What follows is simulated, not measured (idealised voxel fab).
process module | voxel trench capacitor
cross-section cut | 165 nm wide | cells 5 nm
A cross-section is a grid of square cells, given in bands from the top down. A band is one or more rows of cells.
Each band's line starts with the height of the band's top and of its bottom, in nm. Then come its materials from left to right, each with its width in nm. One material with "throughout" fills the band from edge to edge. "air" is empty space.
Height 0 is the level under which the wafer as received is all one material. The lowest band goes on downwards, as in "0 down".
A width such as "30 to 40" changes by the same amount from each row of cells to the next, from the band's top row to its bottom row.
"no change" after a step means that no cell of the cross-section changed.
closed voids: empty space of 8 cells or more with no open way to the top, each as width x height at its distance from the left edge, in nm
after a step's settings: what the simulator itself notes on the step
overlay nm, on a step with a mask: how far to the right of its planned place the mask lay; to the left if negative
plan
1 op RECEIVE | material Si
2 op CONFORMAL_DEP | material SiN | thk nm 10
3 op MASKED_ETCH | tone open | mask id TRENCH | width nm 30 | pitch nm 60 | etch materials SiN | depth nm 10 | overlay nm 0
4 op MASKED_ETCH | tone open | mask id TRENCH | width nm 30 | pitch nm 60 | etch materials Si | depth nm 35 | overlay nm 0
5 op CONFORMAL_DEP | material Al2O3 | thk nm 5
6 op CONFORMAL_DEP | material TiN | thk nm 5
7 op FILL_DEP | material W | thk nm 10
8 op CMP | height nm 10
first wafer, as planned
as received, after step 1
  0 down: Si throughout
  closed voids: none
after step 2
  10 to 0: SiN throughout
  below 0: unchanged
after step 3
  10 to 0: SiN 35 | air 30 | SiN 30 | air 30 | SiN 40
  below 0: unchanged
after step 4
  10 to 0: SiN 35 | air 30 | SiN 30 | air 30 | SiN 40
  0 to -35: Si 35 | air 30 | Si 30 | air 30 | Si 40
  below -35: unchanged
after step 5
  15 to 10: Al2O3 40 | air 20 | Al2O3 40 | air 20 | Al2O3 45
  10 to 0: SiN 35 | Al2O3 5 | air 20 | Al2O3 5 | SiN 30 | Al2O3 5 | air 20 | Al2O3 5 | SiN 40
  0 to -30: Si 35 | Al2O3 5 | air 20 | Al2O3 5 | Si 30 | Al2O3 5 | air 20 | Al2O3 5 | Si 40
  -30 to -35: Si 35 | Al2O3 30 | Si 30 | Al2O3 30 | Si 40
  below -35: unchanged
after step 6
  20 to 15: TiN 45 | air 10 | TiN 50 | air 10 | TiN 50
  15 to 10: Al2O3 40 | TiN 5 | air 10 | TiN 5 | Al2O3 40 | TiN 5 | air 10 | TiN 5 | Al2O3 45
  10 to 0: SiN 35 | Al2O3 5 | TiN 5 | air 10 | TiN 5 | Al2O3 5 | SiN 30 | Al2O3 5 | TiN 5 | air 10 | TiN 5 | Al2O3 5 | SiN 40
  0 to -25: Si 35 | Al2O3 5 | TiN 5 | air 10 | TiN 5 | Al2O3 5 | Si 30 | Al2O3 5 | TiN 5 | air 10 | TiN 5 | Al2O3 5 | Si 40
  -25 to -30: Si 35 | Al2O3 5 | TiN 20 | Al2O3 5 | Si 30 | Al2O3 5 | TiN 20 | Al2O3 5 | Si 40
  below -30: unchanged
after step 7
  30 to 20: W throughout
  20 to 15: TiN 45 | W 10 | TiN 50 | W 10 | TiN 50
  15 to 10: Al2O3 40 | TiN 5 | W 10 | TiN 5 | Al2O3 40 | TiN 5 | W 10 | TiN 5 | Al2O3 45
  10 to 0: SiN 35 | Al2O3 5 | TiN 5 | W 10 | TiN 5 | Al2O3 5 | SiN 30 | Al2O3 5 | TiN 5 | W 10 | TiN 5 | Al2O3 5 | SiN 40
  0 to -25: Si 35 | Al2O3 5 | TiN 5 | W 10 | TiN 5 | Al2O3 5 | Si 30 | Al2O3 5 | TiN 5 | W 10 | TiN 5 | Al2O3 5 | Si 40
  below -25: unchanged
after step 8
  10 to 0: SiN 35 | Al2O3 5 | TiN 5 | W 10 | TiN 5 | Al2O3 5 | SiN 30 | Al2O3 5 | TiN 5 | W 10 | TiN 5 | Al2O3 5 | SiN 40
  below 0: unchanged
second wafer: like start, like plan, one mistake. Through step 3 it matches the first wafer
when step 4 should have ended
  10 to 0: SiN 35 | air 30 | SiN 30 | air 30 | SiN 40
  0 to -70: Si 35 | air 30 | Si 30 | air 30 | Si 40
  below -70: unchanged
when step 5 should have ended
  15 to 10: Al2O3 40 | air 20 | Al2O3 40 | air 20 | Al2O3 45
  10 to 0: SiN 35 | Al2O3 5 | air 20 | Al2O3 5 | SiN 30 | Al2O3 5 | air 20 | Al2O3 5 | SiN 40
  0 to -65: Si 35 | Al2O3 5 | air 20 | Al2O3 5 | Si 30 | Al2O3 5 | air 20 | Al2O3 5 | Si 40
  -65 to -70: Si 35 | Al2O3 30 | Si 30 | Al2O3 30 | Si 40
  below -70: unchanged
when step 6 should have ended
  20 to 15: TiN 45 | air 10 | TiN 50 | air 10 | TiN 50
  15 to 10: Al2O3 40 | TiN 5 | air 10 | TiN 5 | Al2O3 40 | TiN 5 | air 10 | TiN 5 | Al2O3 45
  10 to 0: SiN 35 | Al2O3 5 | TiN 5 | air 10 | TiN 5 | Al2O3 5 | SiN 30 | Al2O3 5 | TiN 5 | air 10 | TiN 5 | Al2O3 5 | SiN 40
  0 to -60: Si 35 | Al2O3 5 | TiN 5 | air 10 | TiN 5 | Al2O3 5 | Si 30 | Al2O3 5 | TiN 5 | air 10 | TiN 5 | Al2O3 5 | Si 40
  -60 to -65: Si 35 | Al2O3 5 | TiN 20 | Al2O3 5 | Si 30 | Al2O3 5 | TiN 20 | Al2O3 5 | Si 40
  below -65: unchanged
when step 7 should have ended
  30 to 20: W throughout
  20 to 15: TiN 45 | W 10 | TiN 50 | W 10 | TiN 50
  15 to 10: Al2O3 40 | TiN 5 | W 10 | TiN 5 | Al2O3 40 | TiN 5 | W 10 | TiN 5 | Al2O3 45
  10 to 0: SiN 35 | Al2O3 5 | TiN 5 | W 10 | TiN 5 | Al2O3 5 | SiN 30 | Al2O3 5 | TiN 5 | W 10 | TiN 5 | Al2O3 5 | SiN 40
  0 to -60: Si 35 | Al2O3 5 | TiN 5 | W 10 | TiN 5 | Al2O3 5 | Si 30 | Al2O3 5 | TiN 5 | W 10 | TiN 5 | Al2O3 5 | Si 40
  below -60: unchanged
when step 8 should have ended
  10 to 0: SiN 35 | Al2O3 5 | TiN 5 | W 10 | TiN 5 | Al2O3 5 | SiN 30 | Al2O3 5 | TiN 5 | W 10 | TiN 5 | Al2O3 5 | SiN 40
  below 0: unchanged
what went wrong: step 4 was run twice
at the end the second wafer has, in cells: 28 more of Al2O3 | 84 fewer of Si | 28 more of TiN | 28 more of W
